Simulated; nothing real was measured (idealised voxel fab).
process module | voxel transistor to metal
cross-section cut | 145 nm wide | cells 5 nm
A cross-section is a grid of square cells, given in bands from the top down. A band is one or more rows of cells.
Each band's line starts with the height of the band's top and of its bottom, in nm. Then come its materials from left to right, each with its width in nm. One material with "throughout" fills the band from edge to edge. "air" is empty space.
Height 0 is the level under which the wafer as received is all one material. The lowest band goes on downwards, as in "0 down".
A width such as "30 to 40" changes by the same amount from each row of cells to the next, from the band's top row to its bottom row.
"no change" after a step means that no cell of the cross-section changed.
closed voids: empty space of 8 cells or more with no open way to the top, each as width x height at its distance from the left edge, in nm
after a step's settings: what the simulator itself notes on the step
overlay nm, on a step with a mask: how far to the right of its planned place the mask lay; to the left if negative
Each pair below shows a cross-section before one step and the cross-section after it, down to the lowest band that changed. The line under each pair gives the step between them, with its settings. The pairs can come from different runs of this module on the same starting wafer, so a pair continues from the pair above only where its "before" says so.
before
  0 down: Si throughout
  closed voids: none
after
  5 to 0: SiO2 throughout
  below 0: unchanged
  closed voids: none
the step between: op CONFORMAL_DEP | material SiO2 | thk nm 5
before: the cross-section after the pair above
after
  15 to 5: SiN throughout
  below 5: unchanged
  closed voids: none
the step between: op CONFORMAL_DEP | material SiN | thk nm 10
before: the cross-section after the pair above
after
  25 to 15: aC throughout
  below 15: unchanged
  closed voids: none
the step between: op DIRECTIONAL_DEP | material aC | thk nm 10
before: the cross-section after the pair above
after
  50 to 25: air 20 | resist 105 | air 20
  below 25: unchanged
  closed voids: none
the step between: op PATTERN | tone cover | mask id ACTIVE | material resist | width nm 105 | thk nm 25 | overlay nm 0
before: the cross-section after the pair above
after
  40 to 25: air 20 | resist 105 | air 20
  25 to 15: air 20 | aC 105 | air 20
  below 15: unchanged
  closed voids: none
the step between: op DIRECTIONAL_ETCH | etch materials aC | depth nm 10
before: the cross-section after the pair above
after
  25 to 15: air 20 | aC 105 | air 20
  below 15: unchanged
  closed voids: none
the step between: op STRIP | etch materials resist
before: the cross-section after the pair above
after
  25 to 15: air 20 | aC 105 | air 20
  15 to 5: air 20 | SiN 105 | air 20
  below 5: unchanged
  closed voids: none
the step between: op DIRECTIONAL_ETCH | etch materials SiN | depth nm 10
before: the cross-section after the pair above
after
  25 to 15: air 20 | aC 105 | air 20
  15 to 5: air 20 | SiN 105 | air 20
  5 to 0: air 20 | SiO2 105 | air 20
  below 0: unchanged
  closed voids: none
the step between: op DIRECTIONAL_ETCH | etch materials SiO2 | depth nm 5
before: the cross-section after the pair above
after
  25 to 15: air 20 | aC 105 | air 20
  15 to 5: air 20 | SiN 105 | air 20
  5 to 0: air 20 | SiO2 105 | air 20
  0 to -25: air 20 | Si 105 | air 20
  below -25: unchanged
  closed voids: none
the step between: op DIRECTIONAL_ETCH | etch materials Si | depth nm 25
before: the cross-section after the pair above
after
  15 to 5: air 20 | SiN 105 | air 20
  below 5: unchanged
  closed voids: none
the step between: op STRIP | etch materials aC
before: the cross-section after the pair above
after
  30 to 15: SiO2 throughout
  15 to 5: SiO2 20 | SiN 105 | SiO2 20
  5 to 0: SiO2 throughout
  0 to -25: SiO2 20 | Si 105 | SiO2 20
  below -25: unchanged
  closed voids: none
the step between: op FILL_DEP | material SiO2 | thk nm 15
before: the cross-section after the pair above
after
  15 to 5: SiO2 20 | SiN 105 | SiO2 20
  below 5: unchanged
  closed voids: none
the step between: op CMP | height nm 15
before: the cross-section after the pair above
after
  15 to 10: air 20 | SiN 105 | air 20
  below 10: unchanged
  closed voids: none
the step between: op SELECTIVE_ETCH | etch materials SiO2 | depth nm 5
before: the cross-section after the pair above
after
  10 to 5: SiO2 20 | air 105 | SiO2 20
  below 5: unchanged
  closed voids: none
the step between: op STRIP | etch materials SiN
before: the cross-section after the pair above
after
  5 to 0: SiO2 15 | air 115 | SiO2 15
  below 0: unchanged
  closed voids: none
the step between: op SELECTIVE_ETCH | etch materials SiO2 | depth nm 5
before: the cross-section after the pair above
after
  5 to 0: SiO2 15 | air 115 | SiO2 15
  0 to -5: SiO2 throughout
  below -5: unchanged
  closed voids: none
the step between: op OXIDIZE | depth nm 5
before: the cross-section after the pair above
after
  35 to 30: polySi 15 | air 115 | polySi 15
  30 to 5: polySi throughout
  5 to 0: SiO2 15 | polySi 115 | SiO2 15
  below 0: unchanged
  closed voids: none
the step between: op DIRECTIONAL_DEP | material polySi | thk nm 30
before: the cross-section after the pair above
after
  45 to 40: SiCN 15 | air 115 | SiCN 15
  40 to 35: SiCN throughout
  35 to 30: polySi 15 | SiCN 115 | polySi 15
  below 30: unchanged
  closed voids: none
the step between: op DIRECTIONAL_DEP | material SiCN | thk nm 10
before: the cross-section after the pair above
after
  40 to 35: air 60 | SiCN 25 | air 60
  35 to 30: polySi 15 | air 45 | SiCN 25 | air 45 | polySi 15
  below 30: unchanged
  closed voids: none
the step between: op MASKED_ETCH | tone cover | mask id GATE | width nm 25 | etch materials SiCN | depth nm 20 | overlay nm 0
before: the cross-section after the pair above
after
  40 to 30: air 60 | SiCN 25 | air 60
  30 to 5: air 60 | polySi 25 | air 60
  5 to 0: SiO2 15 | air 45 | polySi 25 | air 45 | SiO2 15
  below 0: unchanged
  closed voids: none
the step between: op MASKED_ETCH | tone cover | mask id GATE | width nm 25 | etch materials polySi | depth nm 40 | overlay nm 0
before: the cross-section after the pair above
after
  45 to 40: air 55 | SiO2 35 | air 55
  40 to 30: air 55 | SiO2 5 | SiCN 25 | SiO2 5 | air 55
  30 to 10: air 55 | SiO2 5 | polySi 25 | SiO2 5 | air 55
  10 to 5: SiO2 20 | air 35 | SiO2 5 | polySi 25 | SiO2 5 | air 35 | SiO2 20
  5 to 0: SiO2 60 | polySi 25 | SiO2 60
  below 0: unchanged
  closed voids: none
the step between: op CONFORMAL_DEP | material SiO2 | thk nm 5
before: the cross-section after the pair above
after
  40 to 30: air 55 | SiO2 5 | SiCN 25 | SiO2 5 | air 55
  30 to 5: air 55 | SiO2 5 | polySi 25 | SiO2 5 | air 55
  5 to 0: SiO2 20 | air 35 | SiO2 5 | polySi 25 | SiO2 5 | air 35 | SiO2 20
  below 0: unchanged
  closed voids: none
the step between: op DIRECTIONAL_ETCH | etch materials SiO2 | depth nm 5
before: the cross-section after the pair above
after
  50 to 40: air 45 | SiN 55 | air 45
  40 to 30: air 45 | SiN 10 | SiO2 5 | SiCN 25 | SiO2 5 | SiN 10 | air 45
  30 to 15: air 45 | SiN 10 | SiO2 5 | polySi 25 | SiO2 5 | SiN 10 | air 45
  15 to 10: SiN 30 | air 15 | SiN 10 | SiO2 5 | polySi 25 | SiO2 5 | SiN 10 | air 15 | SiN 30
  10 to 5: SiN 55 | SiO2 5 | polySi 25 | SiO2 5 | SiN 55
  5 to 0: SiO2 20 | SiN 35 | SiO2 5 | polySi 25 | SiO2 5 | SiN 35 | SiO2 20
  below 0: unchanged
  closed voids: none
the step between: op CONFORMAL_DEP | material SiN | thk nm 10
before: the cross-section after the pair above
after
  40 to 30: air 45 | SiN 10 | SiO2 5 | SiCN 25 | SiO2 5 | SiN 10 | air 45
  30 to 5: air 45 | SiN 10 | SiO2 5 | polySi 25 | SiO2 5 | SiN 10 | air 45
  5 to 0: SiO2 20 | SiN 10 | air 15 | SiN 10 | SiO2 5 | polySi 25 | SiO2 5 | SiN 10 | air 15 | SiN 10 | SiO2 20
  below 0: unchanged
  closed voids: none
the step between: op DIRECTIONAL_ETCH | etch materials SiN | depth nm 10
before: the cross-section after the pair above
after
  40 to 35: air 45 | SiN 10 | air 5 | SiCN 25 | air 5 | SiN 10 | air 45
  35 to 30: air 45 | SiN 10 | SiO2 5 | SiCN 25 | SiO2 5 | SiN 10 | air 45
  30 to 5: air 45 | SiN 10 | SiO2 5 | polySi 25 | SiO2 5 | SiN 10 | air 45
  5 to 0: air 20 | SiN 10 | air 15 | SiN 10 | SiO2 5 | polySi 25 | SiO2 5 | SiN 10 | air 15 | SiN 10 | air 20
  0 to -5: SiO2 30 | air 15 | SiO2 55 | air 15 | SiO2 30
  below -5: unchanged
  closed voids: none
the step between: op DIRECTIONAL_ETCH | etch materials SiO2 | depth nm 5
before: the cross-section after the pair above
after
  40 to 35: air 45 | SiN 10 | air 5 | SiCN 25 | air 5 | SiN 10 | air 45
  35 to 30: air 45 | SiN 10 | SiO2 5 | SiCN 25 | SiO2 5 | SiN 10 | air 45
  30 to 5: air 45 | SiN 10 | SiO2 5 | polySi 25 | SiO2 5 | SiN 10 | air 45
  5 to 0: air 20 | SiN 10 | air 15 | SiN 10 | SiO2 5 | polySi 25 | SiO2 5 | SiN 10 | air 15 | SiN 10 | air 20
  0 to -5: SiO2 30 | air 15 | SiO2 55 | air 15 | SiO2 30
  -5 to -10: SiO2 20 | Si 10 | air 15 | Si 55 | air 15 | Si 10 | SiO2 20
  below -10: unchanged
  closed voids: none
the step between: op DIRECTIONAL_ETCH | etch materials Si | depth nm 5
before: the cross-section after the pair above
after
  40 to 35: air 45 | SiN 10 | air 5 | SiCN 25 | air 5 | SiN 10 | air 45
  35 to 30: air 45 | SiN 10 | SiO2 5 | SiCN 25 | SiO2 5 | SiN 10 | air 45
  30 to 5: air 45 | SiN 10 | SiO2 5 | polySi 25 | SiO2 5 | SiN 10 | air 45
  5 to 0: air 20 | SiN 10 | nSi 15 | SiN 10 | SiO2 5 | polySi 25 | SiO2 5 | SiN 10 | nSi 15 | SiN 10 | air 20
  0 to -5: SiO2 30 | nSi 15 | SiO2 55 | nSi 15 | SiO2 30
  -5 to -10: SiO2 20 | Si 10 | nSi 15 | Si 55 | nSi 15 | Si 10 | SiO2 20
  below -10: unchanged
  closed voids: none
the step between: op EPI | material nSi | thk nm 10
before: the cross-section after the pair above
after
  50 to 40: SiO2 throughout
  40 to 30: SiO2 45 | SiN 10 | SiO2 5 | SiCN 25 | SiO2 5 | SiN 10 | SiO2 45
  30 to 5: SiO2 45 | SiN 10 | SiO2 5 | polySi 25 | SiO2 5 | SiN 10 | SiO2 45
  5 to 0: SiO2 20 | SiN 10 | nSi 15 | SiN 10 | SiO2 5 | polySi 25 | SiO2 5 | SiN 10 | nSi 15 | SiN 10 | SiO2 20
  below 0: unchanged
  closed voids: none
the step between: op FILL_DEP | material SiO2 | thk nm 10
before: the cross-section after the pair above
after
  40 to 30: SiO2 45 | SiN 10 | SiO2 5 | SiCN 25 | SiO2 5 | SiN 10 | SiO2 45
  below 30: unchanged
  closed voids: none
the step between: op CMP | height nm 40
before: the cross-section after the pair above
after
  55 to 40: SiO2 throughout
  below 40: unchanged
  closed voids: none
the step between: op DIRECTIONAL_DEP | material SiO2 | thk nm 15
before: the cross-section after the pair above
after
  55 to 40: SiO2 25 | air 15 | SiO2 65 | air 15 | SiO2 25
  40 to 30: SiO2 25 | air 15 | SiO2 5 | SiN 10 | SiO2 5 | SiCN 25 | SiO2 5 | SiN 10 | SiO2 5 | air 15 | SiO2 25
  30 to 5: SiO2 25 | air 15 | SiO2 5 | SiN 10 | SiO2 5 | polySi 25 | SiO2 5 | SiN 10 | SiO2 5 | air 15 | SiO2 25
  below 5: unchanged
  closed voids: none
the step between: op MASKED_ETCH | tone open | mask id CONTACT | width nm 15 | pitch nm 80 | etch materials SiO2 | depth nm 50 | overlay nm 0
before: the cross-section after the pair above
after
  60 to 55: TiN 30 | air 5 | TiN 75 | air 5 | TiN 30
  55 to 40: SiO2 25 | TiN 5 | air 5 | TiN 5 | SiO2 65 | TiN 5 | air 5 | TiN 5 | SiO2 25
  40 to 30: SiO2 25 | TiN 5 | air 5 | TiN 5 | SiO2 5 | SiN 10 | SiO2 5 | SiCN 25 | SiO2 5 | SiN 10 | SiO2 5 | TiN 5 | air 5 | TiN 5 | SiO2 25
  30 to 10: SiO2 25 | TiN 5 | air 5 | TiN 5 | SiO2 5 | SiN 10 | SiO2 5 | polySi 25 | SiO2 5 | SiN 10 | SiO2 5 | TiN 5 | air 5 | TiN 5 | SiO2 25
  10 to 5: SiO2 25 | TiN 15 | SiO2 5 | SiN 10 | SiO2 5 | polySi 25 | SiO2 5 | SiN 10 | SiO2 5 | TiN 15 | SiO2 25
  below 5: unchanged
  closed voids: none
the step between: op CONFORMAL_DEP | material TiN | thk nm 5
before: the cross-section after the pair above
after
  70 to 60: Ru throughout
  60 to 55: TiN 30 | Ru 5 | TiN 75 | Ru 5 | TiN 30
  55 to 40: SiO2 25 | TiN 5 | Ru 5 | TiN 5 | SiO2 65 | TiN 5 | Ru 5 | TiN 5 | SiO2 25
  40 to 30: SiO2 25 | TiN 5 | Ru 5 | TiN 5 | SiO2 5 | SiN 10 | SiO2 5 | SiCN 25 | SiO2 5 | SiN 10 | SiO2 5 | TiN 5 | Ru 5 | TiN 5 | SiO2 25
  30 to 10: SiO2 25 | TiN 5 | Ru 5 | TiN 5 | SiO2 5 | SiN 10 | SiO2 5 | polySi 25 | SiO2 5 | SiN 10 | SiO2 5 | TiN 5 | Ru 5 | TiN 5 | SiO2 25
  below 10: unchanged
  closed voids: none
the step between: op FILL_DEP | material Ru | thk nm 10
before: the cross-section after the pair above
after
  55 to 40: SiO2 25 | TiN 5 | Ru 5 | TiN 5 | SiO2 65 | TiN 5 | Ru 5 | TiN 5 | SiO2 25
  below 40: unchanged
  closed voids: none
the step between: op CMP | height nm 55
before: the cross-section after the pair above
after
  60 to 55: SiCN throughout
  below 55: unchanged
  closed voids: none
the step between: op CONFORMAL_DEP | material SiCN | thk nm 5
before: the cross-section after the pair above
after
  85 to 60: lowk throughout
  below 60: unchanged
  closed voids: none
the step between: op DIRECTIONAL_DEP | material lowk | thk nm 25
before: the cross-section after the pair above
after
  100 to 85: aC throughout
  below 85: unchanged
  closed voids: none
the step between: op DIRECTIONAL_DEP | material aC | thk nm 15
before: the cross-section after the pair above
after
  130 to 100: resist 25 | air 15 | resist 65 | air 15 | resist 25
  below 100: unchanged
  closed voids: none
the step between: op PATTERN | tone open | mask id METAL_1 | material resist | width nm 15 | pitch nm 80 | thk nm 30 | overlay nm 0
before: the cross-section after the pair above
after
  115 to 100: resist 25 | air 15 | resist 65 | air 15 | resist 25
  100 to 85: aC 25 | air 15 | aC 65 | air 15 | aC 25
  below 85: unchanged
  closed voids: none
the step between: op DIRECTIONAL_ETCH | etch materials aC | depth nm 15
before: the cross-section after the pair above
after
  100 to 85: aC 25 | air 15 | aC 65 | air 15 | aC 25
  below 85: unchanged
  closed voids: none
the step between: op STRIP | etch materials resist
before: the cross-section after the pair above
after
  100 to 85: aC 25 | air 15 | aC 65 | air 15 | aC 25
  85 to 60: lowk 25 | air 15 | lowk 65 | air 15 | lowk 25
  below 60: unchanged
  closed voids: none
the step between: op DIRECTIONAL_ETCH | etch materials lowk | depth nm 25
before: the cross-section after the pair above
after
  100 to 85: aC 25 | air 15 | aC 65 | air 15 | aC 25
  85 to 60: lowk 25 | air 15 | lowk 65 | air 15 | lowk 25
  60 to 55: SiCN 25 | air 15 | SiCN 65 | air 15 | SiCN 25
  below 55: unchanged
  closed voids: none
the step between: op DIRECTIONAL_ETCH | etch materials SiCN | depth nm 5
before: the cross-section after the pair above
after
  85 to 60: lowk 25 | air 15 | lowk 65 | air 15 | lowk 25
  below 60: unchanged
  closed voids: none
the step between: op STRIP | etch materials aC
before: the cross-section after the pair above
after
  90 to 85: TiN 30 | air 5 | TiN 75 | air 5 | TiN 30
  85 to 60: lowk 25 | TiN 5 | air 5 | TiN 5 | lowk 65 | TiN 5 | air 5 | TiN 5 | lowk 25
  60 to 55: SiCN 25 | TiN 15 | SiCN 65 | TiN 15 | SiCN 25
  below 55: unchanged
  closed voids: none
the step between: op CONFORMAL_DEP | material TiN | thk nm 5
before: the cross-section after the pair above
after
  100 to 90: Cu throughout
  90 to 85: TiN 30 | Cu 5 | TiN 75 | Cu 5 | TiN 30
  85 to 60: lowk 25 | TiN 5 | Cu 5 | TiN 5 | lowk 65 | TiN 5 | Cu 5 | TiN 5 | lowk 25
  below 60: unchanged
  closed voids: none
the step between: op FILL_DEP | material Cu | thk nm 10
before: the cross-section after the pair above
after
  85 to 60: lowk 25 | TiN 5 | Cu 5 | TiN 5 | lowk 65 | TiN 5 | Cu 5 | TiN 5 | lowk 25
  below 60: unchanged
  closed voids: none
the step between: op CMP | height nm 85
before: the cross-section after the pair above
after
  90 to 85: SiCN throughout
  below 85: unchanged
  closed voids: none
the step between: op CONFORMAL_DEP | material SiCN | thk nm 5
before: the cross-section after the pair above
after
  115 to 90: SiO2 throughout
  below 90: unchanged
  closed voids: none
the step between: op DIRECTIONAL_DEP | material SiO2 | thk nm 25
before: the cross-section after the pair above
after
  125 to 115: aC throughout
  below 115: unchanged
  closed voids: none
the step between: op DIRECTIONAL_DEP | material aC | thk nm 10
before: the cross-section after the pair above
after
  155 to 125: resist 25 | air 15 | resist 65 | air 15 | resist 25
  below 125: unchanged
  closed voids: none
the step between: op PATTERN | tone open | mask id METAL_2 | material resist | width nm 15 | pitch nm 80 | thk nm 30 | overlay nm 0
before: the cross-section after the pair above
after
  145 to 125: resist 25 | air 15 | resist 65 | air 15 | resist 25
  125 to 115: aC 25 | air 15 | aC 65 | air 15 | aC 25
  below 115: unchanged
  closed voids: none
the step between: op DIRECTIONAL_ETCH | etch materials aC | depth nm 10
before: the cross-section after the pair above
after
  125 to 115: aC 25 | air 15 | aC 65 | air 15 | aC 25
  below 115: unchanged
  closed voids: none
the step between: op STRIP | etch materials resist
before: the cross-section after the pair above
after
  125 to 115: aC 25 | air 15 | aC 65 | air 15 | aC 25
  115 to 100: SiO2 25 | air 15 | SiO2 65 | air 15 | SiO2 25
  below 100: unchanged
  closed voids: none
the step between: op DIRECTIONAL_ETCH | etch materials SiO2 | depth nm 15
before: the cross-section after the pair above
after
  115 to 100: SiO2 25 | air 15 | SiO2 65 | air 15 | SiO2 25
  below 100: unchanged
  closed voids: none
the step between: op STRIP | etch materials aC
before: the cross-section after the pair above
after
  130 to 115: aC 25 | air 15 | aC 65 | air 15 | aC 25
  115 to 100: SiO2 25 | aC 15 | SiO2 65 | aC 15 | SiO2 25
  below 100: unchanged
  closed voids: none
the step between: op DIRECTIONAL_DEP | material aC | thk nm 15
before: the cross-section after the pair above
after
  160 to 130: resist 25 | air 15 | resist 65 | air 15 | resist 25
  below 130: unchanged
  closed voids: none
the step between: op PATTERN | tone open | mask id METAL_2_HOLES | material resist | width nm 15 | pitch nm 80 | thk nm 30 | overlay nm 0
before: the cross-section after the pair above
after
  145 to 130: resist 25 | air 15 | resist 65 | air 15 | resist 25
  130 to 115: aC 25 | air 15 | aC 65 | air 15 | aC 25
  115 to 100: SiO2 25 | air 15 | SiO2 65 | air 15 | SiO2 25
  below 100: unchanged
  closed voids: none
the step between: op DIRECTIONAL_ETCH | etch materials aC | depth nm 15
before: the cross-section after the pair above
after
  130 to 115: aC 25 | air 15 | aC 65 | air 15 | aC 25
  below 115: unchanged
  closed voids: none
the step between: op STRIP | etch materials resist
before: the cross-section after the pair above
after
  130 to 115: aC 25 | air 15 | aC 65 | air 15 | aC 25
  115 to 90: SiO2 25 | air 15 | SiO2 65 | air 15 | SiO2 25
  below 90: unchanged
  closed voids: none
the step between: op DIRECTIONAL_ETCH | etch materials SiO2 | depth nm 10
before: the cross-section after the pair above
after
  130 to 115: aC 25 | air 15 | aC 65 | air 15 | aC 25
  115 to 90: SiO2 25 | air 15 | SiO2 65 | air 15 | SiO2 25
  90 to 85: SiCN 25 | air 15 | SiCN 65 | air 15 | SiCN 25
  below 85: unchanged
  closed voids: none
the step between: op DIRECTIONAL_ETCH | etch materials SiCN | depth nm 5
before: the cross-section after the pair above
after
  115 to 90: SiO2 25 | air 15 | SiO2 65 | air 15 | SiO2 25
  below 90: unchanged
  closed voids: none
the step between: op STRIP | etch materials aC
before: the cross-section after the pair above
after
  120 to 115: TiN 30 | air 5 | TiN 75 | air 5 | TiN 30
  115 to 90: SiO2 25 | TiN 5 | air 5 | TiN 5 | SiO2 65 | TiN 5 | air 5 | TiN 5 | SiO2 25
  90 to 85: SiCN 25 | TiN 15 | SiCN 65 | TiN 15 | SiCN 25
  below 85: unchanged
  closed voids: none
the step between: op CONFORMAL_DEP | material TiN | thk nm 5
before: the cross-section after the pair above
after
  130 to 120: Cu throughout
  120 to 115: TiN 30 | Cu 5 | TiN 75 | Cu 5 | TiN 30
  115 to 90: SiO2 25 | TiN 5 | Cu 5 | TiN 5 | SiO2 65 | TiN 5 | Cu 5 | TiN 5 | SiO2 25
  below 90: unchanged
  closed voids: none
the step between: op FILL_DEP | material Cu | thk nm 10
before: the cross-section after the pair above
after
  115 to 90: SiO2 25 | TiN 5 | Cu 5 | TiN 5 | SiO2 65 | TiN 5 | Cu 5 | TiN 5 | SiO2 25
  below 90: unchanged
  closed voids: none
the step between: op CMP | height nm 115
before: the cross-section after the pair above
after
  120 to 115: SiCN throughout
  below 115: unchanged
  closed voids: none
the step between: op CONFORMAL_DEP | material SiCN | thk nm 5
before
  30 to 15: SiO2 throughout
  15 to 5: SiO2 20 | SiN 105 | SiO2 20
  5 to 0: SiO2 throughout
  0 to -25: SiO2 20 | Si 105 | SiO2 20
  -25 down: Si throughout
  closed voids: none
after
  25 to 15: SiO2 throughout
  below 15: unchanged
  closed voids: none
the step between: op SELECTIVE_ETCH | etch materials SiO2 | depth nm 5
before: the cross-section after the pair above
after
  20 to 15: SiO2 throughout
  below 15: unchanged
  closed voids: none
the step between: op SELECTIVE_ETCH | etch materials SiO2 | depth nm 5
before: the cross-section after the pair above
after
  50 to 20: polySi throughout
  below 20: unchanged
  closed voids: none
the step between: op DIRECTIONAL_DEP | material polySi | thk nm 30
before: the cross-section after the pair above
after
  60 to 50: SiCN throughout
  below 50: unchanged
  closed voids: none
the step between: op DIRECTIONAL_DEP | material SiCN | thk nm 10
before: the cross-section after the pair above
after
  60 to 50: air 60 | SiCN 25 | air 60
  below 50: unchanged
  closed voids: none
the step between: op MASKED_ETCH | tone cover | mask id GATE | width nm 25 | etch materials SiCN | depth nm 20 | overlay nm 0
before: the cross-section after the pair above
after
  60 to 50: air 60 | SiCN 25 | air 60
  50 to 20: air 60 | polySi 25 | air 60
  below 20: unchanged
  closed voids: none
the step between: op MASKED_ETCH | tone cover | mask id GATE | width nm 25 | etch materials polySi | depth nm 40 | overlay nm 0
before: the cross-section after the pair above
after
  65 to 60: air 55 | SiO2 35 | air 55
  60 to 50: air 55 | SiO2 5 | SiCN 25 | SiO2 5 | air 55
  50 to 25: air 55 | SiO2 5 | polySi 25 | SiO2 5 | air 55
  25 to 20: SiO2 60 | polySi 25 | SiO2 60
  below 20: unchanged
  closed voids: none
the step between: op CONFORMAL_DEP | material SiO2 | thk nm 5
before: the cross-section after the pair above
after
  60 to 50: air 55 | SiO2 5 | SiCN 25 | SiO2 5 | air 55
  50 to 20: air 55 | SiO2 5 | polySi 25 | SiO2 5 | air 55
  below 20: unchanged
  closed voids: none
the step between: op DIRECTIONAL_ETCH | etch materials SiO2 | depth nm 5
before: the cross-section after the pair above
after
  70 to 60: air 45 | SiN 55 | air 45
  60 to 50: air 45 | SiN 10 | SiO2 5 | SiCN 25 | SiO2 5 | SiN 10 | air 45
  50 to 30: air 45 | SiN 10 | SiO2 5 | polySi 25 | SiO2 5 | SiN 10 | air 45
  30 to 20: SiN 55 | SiO2 5 | polySi 25 | SiO2 5 | SiN 55
  below 20: unchanged
  closed voids: none
the step between: op CONFORMAL_DEP | material SiN | thk nm 10
before: the cross-section after the pair above
after
  60 to 50: air 45 | SiN 10 | SiO2 5 | SiCN 25 | SiO2 5 | SiN 10 | air 45
  50 to 20: air 45 | SiN 10 | SiO2 5 | polySi 25 | SiO2 5 | SiN 10 | air 45
  below 20: unchanged
  closed voids: none
the step between: op DIRECTIONAL_ETCH | etch materials SiN | depth nm 10
before: the cross-section after the pair above
after
  60 to 55: air 45 | SiN 10 | air 5 | SiCN 25 | air 5 | SiN 10 | air 45
  55 to 50: air 45 | SiN 10 | SiO2 5 | SiCN 25 | SiO2 5 | SiN 10 | air 45
  50 to 20: air 45 | SiN 10 | SiO2 5 | polySi 25 | SiO2 5 | SiN 10 | air 45
  20 to 15: air 45 | SiO2 55 | air 45
  below 15: unchanged
  closed voids: none
the step between: op DIRECTIONAL_ETCH | etch materials SiO2 | depth nm 5
before: the cross-section after the pair above
after
  70 to 60: SiO2 throughout
  60 to 50: SiO2 45 | SiN 10 | SiO2 5 | SiCN 25 | SiO2 5 | SiN 10 | SiO2 45
  50 to 20: SiO2 45 | SiN 10 | SiO2 5 | polySi 25 | SiO2 5 | SiN 10 | SiO2 45
  20 to 15: SiO2 throughout
  below 15: unchanged
  closed voids: none
the step between: op FILL_DEP | material SiO2 | thk nm 10
before: the cross-section after the pair above
after
  40 to 20: SiO2 45 | SiN 10 | SiO2 5 | polySi 25 | SiO2 5 | SiN 10 | SiO2 45
  below 20: unchanged
  closed voids: none
the step between: op CMP | height nm 40
before: the cross-section after the pair above
after
  55 to 40: SiO2 throughout
  below 40: unchanged
  closed voids: none
the step between: op DIRECTIONAL_DEP | material SiO2 | thk nm 15
before: the cross-section after the pair above
after
  55 to 40: SiO2 25 | air 15 | SiO2 65 | air 15 | SiO2 25
  40 to 20: SiO2 25 | air 15 | SiO2 5 | SiN 10 | SiO2 5 | polySi 25 | SiO2 5 | SiN 10 | SiO2 5 | air 15 | SiO2 25
  20 to 15: SiO2 25 | air 15 | SiO2 65 | air 15 | SiO2 25
  below 15: unchanged
  closed voids: none
the step between: op MASKED_ETCH | tone open | mask id CONTACT | width nm 15 | pitch nm 80 | etch materials SiO2 | depth nm 50 | overlay nm 0
before: the cross-section after the pair above
after
  60 to 55: TiN 30 | air 5 | TiN 75 | air 5 | TiN 30
  55 to 40: SiO2 25 | TiN 5 | air 5 | TiN 5 | SiO2 65 | TiN 5 | air 5 | TiN 5 | SiO2 25
  40 to 20: SiO2 25 | TiN 5 | air 5 | TiN 5 | SiO2 5 | SiN 10 | SiO2 5 | polySi 25 | SiO2 5 | SiN 10 | SiO2 5 | TiN 5 | air 5 | TiN 5 | SiO2 25
  20 to 15: SiO2 25 | TiN 15 | SiO2 65 | TiN 15 | SiO2 25
  below 15: unchanged
  closed voids: none
the step between: op CONFORMAL_DEP | material TiN | thk nm 5
before: the cross-section after the pair above
after
  70 to 60: Ru throughout
  60 to 55: TiN 30 | Ru 5 | TiN 75 | Ru 5 | TiN 30
  55 to 40: SiO2 25 | TiN 5 | Ru 5 | TiN 5 | SiO2 65 | TiN 5 | Ru 5 | TiN 5 | SiO2 25
  40 to 20: SiO2 25 | TiN 5 | Ru 5 | TiN 5 | SiO2 5 | SiN 10 | SiO2 5 | polySi 25 | SiO2 5 | SiN 10 | SiO2 5 | TiN 5 | Ru 5 | TiN 5 | SiO2 25
  below 20: unchanged
  closed voids: none
the step between: op FILL_DEP | material Ru | thk nm 10
before: the cross-section after the pair above
after
  55 to 40: SiO2 25 | TiN 5 | Ru 5 | TiN 5 | SiO2 65 | TiN 5 | Ru 5 | TiN 5 | SiO2 25
  below 40: unchanged
  closed voids: none
the step between: op CMP | height nm 55
before: the cross-section after the pair above
after
  60 to 55: SiCN throughout
  below 55: unchanged
  closed voids: none
the step between: op CONFORMAL_DEP | material SiCN | thk nm 5
before: the cross-section after the pair above
after
  85 to 60: lowk throughout
  below 60: unchanged
  closed voids: none
the step between: op DIRECTIONAL_DEP | material lowk | thk nm 25
before: the cross-section after the pair above
after
  100 to 85: aC throughout
  below 85: unchanged
  closed voids: none
the step between: op DIRECTIONAL_DEP | material aC | thk nm 15
before: the cross-section after the pair above
after
  130 to 100: resist 25 | air 15 | resist 65 | air 15 | resist 25
  below 100: unchanged
  closed voids: none
the step between: op PATTERN | tone open | mask id METAL_1 | material resist | width nm 15 | pitch nm 80 | thk nm 30 | overlay nm 0
before: the cross-section after the pair above
after
  115 to 100: resist 25 | air 15 | resist 65 | air 15 | resist 25
  100 to 85: aC 25 | air 15 | aC 65 | air 15 | aC 25
  below 85: unchanged
  closed voids: none
the step between: op DIRECTIONAL_ETCH | etch materials aC | depth nm 15
before: the cross-section after the pair above
after
  100 to 85: aC 25 | air 15 | aC 65 | air 15 | aC 25
  below 85: unchanged
  closed voids: none
the step between: op STRIP | etch materials resist
before: the cross-section after the pair above
after
  100 to 85: aC 25 | air 15 | aC 65 | air 15 | aC 25
  85 to 60: lowk 25 | air 15 | lowk 65 | air 15 | lowk 25
  below 60: unchanged
  closed voids: none
the step between: op DIRECTIONAL_ETCH | etch materials lowk | depth nm 25
before: the cross-section after the pair above
after
  100 to 85: aC 25 | air 15 | aC 65 | air 15 | aC 25
  85 to 60: lowk 25 | air 15 | lowk 65 | air 15 | lowk 25
  60 to 55: SiCN 25 | air 15 | SiCN 65 | air 15 | SiCN 25
  below 55: unchanged
  closed voids: none
the step between: op DIRECTIONAL_ETCH | etch materials SiCN | depth nm 5
before: the cross-section after the pair above
after
  85 to 60: lowk 25 | air 15 | lowk 65 | air 15 | lowk 25
  below 60: unchanged
  closed voids: none
the step between: op STRIP | etch materials aC
before: the cross-section after the pair above
after
  90 to 85: TiN 30 | air 5 | TiN 75 | air 5 | TiN 30
  85 to 60: lowk 25 | TiN 5 | air 5 | TiN 5 | lowk 65 | TiN 5 | air 5 | TiN 5 | lowk 25
  60 to 55: SiCN 25 | TiN 15 | SiCN 65 | TiN 15 | SiCN 25
  below 55: unchanged
  closed voids: none
the step between: op CONFORMAL_DEP | material TiN | thk nm 5
before: the cross-section after the pair above
after
  100 to 90: Cu throughout
  90 to 85: TiN 30 | Cu 5 | TiN 75 | Cu 5 | TiN 30
  85 to 60: lowk 25 | TiN 5 | Cu 5 | TiN 5 | lowk 65 | TiN 5 | Cu 5 | TiN 5 | lowk 25
  below 60: unchanged
  closed voids: none
the step between: op FILL_DEP | material Cu | thk nm 10
before: the cross-section after the pair above
after
  85 to 60: lowk 25 | TiN 5 | Cu 5 | TiN 5 | lowk 65 | TiN 5 | Cu 5 | TiN 5 | lowk 25
  below 60: unchanged
  closed voids: none
the step between: op CMP | height nm 85
before: the cross-section after the pair above
after
  90 to 85: SiCN throughout
  below 85: unchanged
  closed voids: none
the step between: op CONFORMAL_DEP | material SiCN | thk nm 5
before: the cross-section after the pair above
after
  115 to 90: SiO2 throughout
  below 90: unchanged
  closed voids: none
the step between: op DIRECTIONAL_DEP | material SiO2 | thk nm 25
